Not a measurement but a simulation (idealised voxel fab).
Process module heading - voxel double patterning
Cross-section cut spans 190 nm and uses square cells 5 nm in size.
Cross-section layout: square cells on a grid; listed as bands, top to bottom; a band spans one or more cell rows. A band entry consists of two parts. The first gives the height of the band's top and the height of its bottom, in nm. The rest lists the band's materials from left to right, each with its width in nm. A single material labelled with the word "throughout" fills the band from edge to edge, and the word "empty" marks empty space. Zero point of the height axis is 0; under it, received wafer = one material. Lowest band: continues down indefinitely, "0..down". The width entry "30 to 40" should be interpreted row by row: the top row of cells in the band takes the first number, the bottom row takes the second number, and the change between adjacent rows is uniform throughout. For the purposes of this document, the phrase "no modification" attached to a step denotes that no cell within the cross-section was modified by that step. So "Cavities, sealed" is basically the list of trapped voids: any empty space of 8 cells or more that can't reach the top through an opening. They're written width x height at distance, the distance being from the left edge, and it's all nm. Past the settings on a step's line: simulator remark, on that step. What "overlay nm" on a step's line means: if the step has a mask, that mask lay this far to the right of its planned place, or, when the value is negative, to the left.
Process steps - plan:
1: RECEIVE [material Si]
2: CONFORMAL_DEP [material SiO2] [thk nm 5]
3: DIRECTIONAL_DEP [material W] [thk nm 15]
4: DIRECTIONAL_DEP [material SiN] [thk nm 10]
5: MASKED_ETCH [tone open] [mask id FIRST] [width nm 15] [pitch nm 50] [etch materials SiN] [depth nm 10] [overlay nm 0]
6: PATTERN [tone open] [mask id SECOND] [material resist] [width nm 15] [thk nm 20] [overlay nm 0]
7: DIRECTIONAL_ETCH [etch materials SiN] [depth nm 10]
8: STRIP [etch materials resist]
9: DIRECTIONAL_ETCH [etch materials W] [depth nm 15]
10: STRIP [etch materials SiN]
The first of the two wafers, which ran as planned:
Incoming wafer in cross-section (state: after step 1):
* 0..down  Si throughout
* Cavities, sealed: none
Step 2 complete: cross-section through the wafer:
* 5..0  SiO2 throughout
* Below a height of 0, the structure has not been altered.
Step 3 complete: cross-section through the wafer:
* 20..5  W throughout
* Below a height of 5, the structure has not been altered.
Step 4 complete: cross-section through the wafer:
* 30..20  SiN throughout
* Below a height of 20, the structure has not been altered.
Step 5 complete: cross-section through the wafer:
* 30..20  60 of SiN | 15 of empty | 35 of SiN | 15 of empty | 65 of SiN
* Below a height of 20, the structure has not been altered.
Step 6 complete: cross-section through the wafer:
* 50..30  85 of resist | 15 of empty | 90 of resist
* 30..20  60 of SiN | 15 of resist | 35 of SiN | 15 of resist | 65 of SiN
* Below a height of 20, the structure has not been altered.
Step 7 complete: cross-section through the wafer:
* 50..30  85 of resist | 15 of empty | 90 of resist
* 30..20  60 of SiN | 15 of resist | 10 of SiN | 15 of empty | 10 of SiN | 15 of resist | 65 of SiN
* Below a height of 20, the structure has not been altered.
Step 8 complete: cross-section through the wafer:
* 30..20  60 of SiN | 15 of empty | 10 of SiN | 15 of empty | 10 of SiN | 15 of empty | 65 of SiN
* Below a height of 20, the structure has not been altered.
Step 9 complete: cross-section through the wafer:
* 30..20  60 of SiN | 15 of empty | 10 of SiN | 15 of empty | 10 of SiN | 15 of empty | 65 of SiN
* 20..5  60 of W | 15 of empty | 10 of W | 15 of empty | 10 of W | 15 of empty | 65 of W
* Below a height of 5, the structure has not been altered.
Step 10 complete: cross-section through the wafer:
* 20..5  60 of W | 15 of empty | 10 of W | 15 of empty | 10 of W | 15 of empty | 65 of W
* Below a height of 5, the structure has not been altered.
The second wafer began exactly as the first did and followed the same plan, but one mistake was made while running it; through step 1 inclusive, the two wafers are identical:
Cross-section of the second wafer at the time step 2 of the plan should have ended:
* 15..0  W throughout
* Below a height of 0, the structure has not been altered.
Cross-section of the second wafer at the time step 3 of the plan should have ended:
* 20..15  SiO2 throughout
* Below a height of 15, the structure has not been altered.
Cross-section of the second wafer at the time step 4 of the plan should have ended:
* 30..20  SiN throughout
* Below a height of 20, the structure has not been altered.
Cross-section of the second wafer at the time step 5 of the plan should have ended:
* 30..20  60 of SiN | 15 of empty | 35 of SiN | 15 of empty | 65 of SiN
* Below a height of 20, the structure has not been altered.
Cross-section of the second wafer at the time step 6 of the plan should have ended:
* 50..30  85 of resist | 15 of empty | 90 of resist
* 30..20  60 of SiN | 15 of resist | 35 of SiN | 15 of resist | 65 of SiN
* Below a height of 20, the structure has not been altered.
Cross-section of the second wafer at the time step 7 of the plan should have ended:
* 50..30  85 of resist | 15 of empty | 90 of resist
* 30..20  60 of SiN | 15 of resist | 10 of SiN | 15 of empty | 10 of SiN | 15 of resist | 65 of SiN
* Below a height of 20, the structure has not been altered.
Cross-section of the second wafer at the time step 8 of the plan should have ended:
* 30..20  60 of SiN | 15 of empty | 10 of SiN | 15 of empty | 10 of SiN | 15 of empty | 65 of SiN
* Below a height of 20, the structure has not been altered.
Cross-section of the second wafer at the time step 9 of the plan should have ended: no modification
Cross-section of the second wafer at the time step 10 of the plan should have ended:
* 20..15  SiO2 throughout
* Below a height of 15, the structure has not been altered.
Deviation from plan: order of steps 2 and 3 inverted relative to the plan
Cell-count delta at end, second wafer over first, by material: W: 27 more
